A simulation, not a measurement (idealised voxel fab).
Herein follows the process module entitled voxel capacitor over wiring.
It is cross-section cut that appears here, measuring 180 nm in width, its square cells being 5 nm in size.
How to read a cross-section here: the picture is a grid of square cells, written as bands going from the top down, and any band can span one or more rows of cells.
It is stipulated that each band's entry specify, in nanometres, the height of the top of the band and then that of its bottom, followed by the materials of the band in left-to-right sequence, each together with its width in nanometres. A single material marked by the word "everywhere" is understood to fill the band from edge to edge; the word "blank" is understood to denote empty space.
We count height from 0. Below that, the starting wafer is all one material. The lowest band never ends at the bottom but goes on down; see "top 0, no bottom" for how that is written.
Quick explanation for "30..40": the width changes in equal steps down the rows of cells, from the first number in the band's top row to the second number in its bottom row.
Any step labelled "all unchanged" changed none of the cells in the cross-section.
The list in "Sealed void listing" covers empty spaces of 8 cells or more that cannot reach the top through any open way, and it gives each as width x height at distance; the distance is from the left edge, and width, height and distance are in nm.
Past the settings on a step's line: simulator remark, on that step.
Each step line may optionally specify "overlay nm", which for a step with a mask gives the rightward distance between the mask's planned place and where it lay, a negative value indicating the leftward direction.
This section lists the process steps that were planned:
| 1 | RECEIVE (material Si) |
| 2 | CONFORMAL_DEP (material SiO2; thk nm 15) |
| 3 | CONFORMAL_DEP (material SiN; thk nm 5) |
| 4 | DIRECTIONAL_DEP (material lowk; thk nm 15) |
| 5 | PATTERN (tone open; mask id METAL_1; material resist; width nm 30; pitch nm 85; thk nm 20; overlay nm 0) |
| 6 | DIRECTIONAL_ETCH (etch materials lowk; depth nm 15) |
| 7 | DIRECTIONAL_ETCH (etch materials SiN; depth nm 5) |
| 8 | STRIP (etch materials resist) |
| 9 | CONFORMAL_DEP (material TiN; thk nm 5) |
| 10 | FILL_DEP (material Ru; thk nm 10) |
| 11 | CMP (height nm 35) |
| 12 | CONFORMAL_DEP (material SiCN; thk nm 5) |
| 13 | DIRECTIONAL_DEP (material lowk; thk nm 15) |
| 14 | DIRECTIONAL_DEP (material aC; thk nm 10) |
| 15 | PATTERN (tone open; mask id PLUG_1; material resist; width nm 15; thk nm 25; overlay nm 0) |
| 16 | DIRECTIONAL_ETCH (etch materials aC; depth nm 10) |
| 17 | STRIP (etch materials resist) |
| 18 | DIRECTIONAL_ETCH (etch materials lowk; depth nm 15) |
| 19 | DIRECTIONAL_ETCH (etch materials SiCN; depth nm 5) |
| 20 | STRIP (etch materials aC) |
| 21 | CONFORMAL_DEP (material TiN; thk nm 5) |
| 22 | FILL_DEP (material W; thk nm 10) |
| 23 | CMP (height nm 55) |
| 24 | DIRECTIONAL_DEP (material TiN; thk nm 5) |
| 25 | DIRECTIONAL_DEP (material Al2O3; thk nm 5) |
| 26 | DIRECTIONAL_DEP (material TiN; thk nm 10) |
| 27 | PATTERN (tone cover; mask id UPPER_PLATE; material resist; width nm 60; thk nm 15; overlay nm 0) |
| 28 | DIRECTIONAL_ETCH (etch materials TiN; depth nm 10) |
| 29 | DIRECTIONAL_ETCH (etch materials Al2O3; depth nm 5) |
| 30 | STRIP (etch materials resist) |
| 31 | MASKED_ETCH (tone cover; mask id LOWER_PLATE; width nm 70; etch materials TiN; depth nm 5; overlay nm 0) |
| 32 | FILL_DEP (material SiO2; thk nm 20) |
| 33 | CMP (height nm 90) |
| 34 | MASKED_ETCH (tone open; mask id PLUG_2; width nm 15; etch materials SiO2; depth nm 15; overlay nm 0) |
| 35 | CONFORMAL_DEP (material TiN; thk nm 5) |
| 36 | FILL_DEP (material W; thk nm 10) |
| 37 | CMP (height nm 90) |
| 38 | CONFORMAL_DEP (material SiN; thk nm 5) |
Cross-section: wafer on arrival = after step 1:
- top 0, no bottom = Si everywhere
- Sealed void listing: none
Cross-sectional image of the first of two wafers at the end of the module, the run having proceeded as planned:
- top 95, bottom 90 = SiN everywhere
- top 90, bottom 80 = 55 SiO2  5 TiN  5 W  5 TiN  110 SiO2
- top 80, bottom 75 = 55 SiO2  15 TiN  110 SiO2
- top 75, bottom 65 = 45 SiO2  60 TiN  75 SiO2
- top 65, bottom 60 = 45 SiO2  60 Al2O3  75 SiO2
- top 60, bottom 55 = 40 SiO2  70 TiN  70 SiO2
- top 55, bottom 40 = 45 lowk  5 TiN  5 W  5 TiN  120 lowk
- top 40, bottom 35 = 45 SiCN  15 TiN  120 SiCN
- top 35, bottom 20 = 30 lowk  5 TiN  20 Ru  5 TiN  55 lowk  5 TiN  20 Ru  5 TiN  35 lowk
- top 20, bottom 15 = 30 SiN  30 TiN  55 SiN  30 TiN  35 SiN
- top 15, bottom 0 = SiO2 everywhere
- top 0, no bottom = Si everywhere
- Sealed void listing: none
Wafer two, end of module, cross-section. Same start, same plan as wafer one. One mistake in the run:
- top 95, bottom 90 = SiN everywhere
- top 90, bottom 80 = 55 SiO2  5 TiN  5 W  5 TiN  110 SiO2
- top 80, bottom 75 = 55 SiO2  15 TiN  110 SiO2
- top 75, bottom 65 = 45 SiO2  60 TiN  75 SiO2
- top 65, bottom 60 = 45 SiO2  60 Al2O3  75 SiO2
- top 60, bottom 55 = 40 SiO2  70 TiN  70 SiO2
- top 55, bottom 40 = 45 lowk  5 TiN  5 W  5 TiN  120 lowk
- top 40, bottom 35 = 45 SiCN  15 TiN  120 SiCN
- top 35, bottom 30 = 35 TiN  20 Ru  65 TiN  20 Ru  40 TiN
- top 30, bottom 20 = 30 lowk  5 TiN  20 Ru  5 TiN  55 lowk  5 TiN  20 Ru  5 TiN  35 lowk
- top 20, bottom 15 = 30 SiN  30 TiN  55 SiN  30 TiN  35 SiN
- top 15, bottom 0 = SiO2 everywhere
- top 0, no bottom = Si everywhere
- Sealed void listing: none
Where did the run depart from the plan? for step 4, the planned setting was not used; the step was instead run as DIRECTIONAL_DEP (material lowk; thk nm 10)
The closing comparison, in cells, has the second wafer with more or fewer of some materials than the first: +24 TiN, -24 lowk
